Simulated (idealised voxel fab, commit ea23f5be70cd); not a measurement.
Process module under the name voxel tone inversion
Cross-section cut spans 205 nm and uses square cells 5 nm in size.
A cross-section in this document is a grid of square cells, and it is written down as bands, the top band listed before the ones below it; a band is made up of one or more rows of cells.
Top, bottom (nm), then materials left to right with widths (nm); lone material tagged "everywhere" fills the whole band edge to edge; "empty" = empty space.
Heads up on the height convention: 0 is the point under which the incoming wafer is all one material, and the lowest band has no bottom, it just keeps going down, like "from 0 down".
You'd read "30 to 40" like this: the band's top row of cells is as wide as the first number, its bottom row is as wide as the second, and going down, every row changes width by the same amount as the row before did.
Any step labelled "stayed the same" changed none of the cells in the cross-section.
"Enclosed void listing" - sealed voids, min. 8 cells, no opening to top; format: width x height at distance (distance from left edge; nm throughout).
Step line, after settings: the simulator's comment on this step.
overlay nm, on a step with a mask: how far to the right of its planned place the mask lay; to the left if negative
-- Steps in the process plan
| 1 | RECEIVE with material Si |
| 2 | CONFORMAL_DEP with material SiCN, thk nm 5 |
| 3 | DIRECTIONAL_DEP with material polySi, thk nm 20 |
| 4 | PATTERN with tone cover, mask id POSTS, material resist, width nm 25, pitch nm 50, thk nm 30, overlay nm 0 |
| 5 | DIRECTIONAL_ETCH with etch materials polySi, depth nm 20 |
| 6 | STRIP with etch materials resist |
| 7 | FILL_DEP with material SiO2, thk nm 10 |
| 8 | CMP with height nm 25 |
| 9 | STRIP with etch materials polySi |
| 10 | CONFORMAL_DEP with material TiN, thk nm 5 |
| 11 | FILL_DEP with material Ru, thk nm 10 |
| 12 | CMP with height nm 25 |
| 13 | CONFORMAL_DEP with material SiCN, thk nm 5 |
-- Incoming wafer, cross-sectional view, post step 1
	from 0 down  Si everywhere
	Enclosed void listing: none
-- End state of the module in cross-section, given the above starting point and plan and one mistake in execution
	from 30 to 25  SiCN everywhere
	from 25 to 10  SiO2=20, TiN=5, Ru=5, TiN=5, SiO2=35, TiN=5, Ru=5, TiN=5, SiO2=35, TiN=5, Ru=5, TiN=5, SiO2=35, TiN=5, Ru=5, TiN=5, SiO2=20
	from 10 to 5  SiO2=20, TiN=15, SiO2=35, TiN=15, SiO2=35, TiN=15, SiO2=35, TiN=15, SiO2=20
	from 5 to 0  SiCN everywhere
	from 0 down  Si everywhere
	Enclosed void listing: none
what went wrong: step 4 off recipe, ran as PATTERN with tone cover, mask id POSTS, material resist, width nm 15, pitch nm 50, thk nm 30, overlay nm 0
